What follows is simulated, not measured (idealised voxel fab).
Module name: voxel self aligned vias (process module)
Displayed cross-section: cut, width of 275 nm, square cells sized 5 nm.
A cross-section in this document is a grid of square cells, and it is written down as bands, the top band listed before the ones below it; a band is made up of one or more rows of cells.
The entry gives the band's vertical extent as a top height and a bottom height in nm, then its horizontal make-up as materials from left to right, each with a width in nm. "blank" stands for empty space; a single material marked "everywhere" fills the band edge to edge.
We count height from 0. Below that, the starting wafer is all one material. The lowest band never ends at the bottom but goes on down; see "0..down" for how that is written.
Width "30->40": first value at the band's top row of cells, second value at its bottom row, equal change from row to row.
"nothing got changed" (step): cross-section cells unchanged, all of them.
The list in "Closed-off voids" covers empty spaces of 8 cells or more that cannot reach the top through any open way, and it gives each as width x height at distance; the distance is from the left edge, and width, height and distance are in nm.
Where a step's line continues beyond its settings, the continuation is a remark by the simulator itself on that step.
For masked steps, "overlay nm" on the step line gives how far right of plan the mask actually lay; a minus sign means it lay to the left.
### The following list gives the planned process steps
| 1 | RECEIVE: material Si |
| 2 | CONFORMAL_DEP: material SiO2, thk nm 10 |
| 3 | CONFORMAL_DEP: material SiCN, thk nm 5 |
| 4 | DIRECTIONAL_DEP: material SiO2, thk nm 20 |
| 5 | PATTERN: tone open, mask id LINES, material resist, width nm 20, pitch nm 65, thk nm 15, overlay nm 0 |
| 6 | DIRECTIONAL_ETCH: etch materials SiO2, depth nm 20 |
| 7 | STRIP: etch materials resist |
| 8 | CONFORMAL_DEP: material TiN, thk nm 5 |
| 9 | FILL_DEP: material W, thk nm 5 |
| 10 | CMP: height nm 35 |
| 11 | SELECTIVE_ETCH: etch materials W Ru TiN, depth nm 10 |
| 12 | FILL_DEP: material SiN, thk nm 5 |
| 13 | CMP: height nm 35 |
| 14 | DIRECTIONAL_DEP: material SiO2, thk nm 15 |
| 15 | MASKED_ETCH: tone open, mask id VIAS, width nm 40, pitch nm 65, etch materials SiO2, depth nm 15, overlay nm 0 |
| 16 | MASKED_ETCH: tone open, mask id VIAS, width nm 40, pitch nm 65, etch materials SiN, depth nm 10, overlay nm 0 |
| 17 | CONFORMAL_DEP: material TiN, thk nm 5 |
| 18 | FILL_DEP: material Ru, thk nm 10 |
| 19 | CMP: height nm 50 |
| 20 | CONFORMAL_DEP: material SiN, thk nm 5 |
### The cross-section here shows the wafer as received, i.e. in its state after step 1
0..down: Si everywhere
Closed-off voids: none
### Figure: cross-sectional view of the wafer upon completion of the module, processed from the initial state and according to the plan depicted above, with one error introduced during execution
55..50: SiN everywhere
50..40: SiO2: 50, then TiN: 5, then Ru: 30, then TiN: 5, then SiO2: 25, then TiN: 5, then Ru: 30, then TiN: 5, then SiO2: 25, then TiN: 5, then Ru: 30, then TiN: 5, then SiO2: 55
40..30: SiO2: 50->60, then TiN: 15->5, then Ru: 10, then TiN: 15->5, then SiO2: 25->45, then TiN: 15->5, then Ru: 10, then TiN: 15->5, then SiO2: 25->45, then TiN: 15->5, then Ru: 10, then TiN: 15->5, then SiO2: 55->65
30..25: SiO2: 60, then TiN: 20, then SiO2: 45, then TiN: 20, then SiO2: 45, then TiN: 20, then SiO2: 65
25..20: SiO2: 60, then TiN: 5, then W: 10, then TiN: 5, then SiO2: 45, then TiN: 5, then W: 10, then TiN: 5, then SiO2: 45, then TiN: 5, then W: 10, then TiN: 5, then SiO2: 65
20..15: SiO2: 60, then TiN: 20, then SiO2: 45, then TiN: 20, then SiO2: 45, then TiN: 20, then SiO2: 65
15..5: SiO2 everywhere
5..0: SiCN everywhere
0..down: Si everywhere
Closed-off voids: none
what went wrong: the executed order of steps 2 and 3 is the reverse of that specified in the plan, each step having taken the other's position
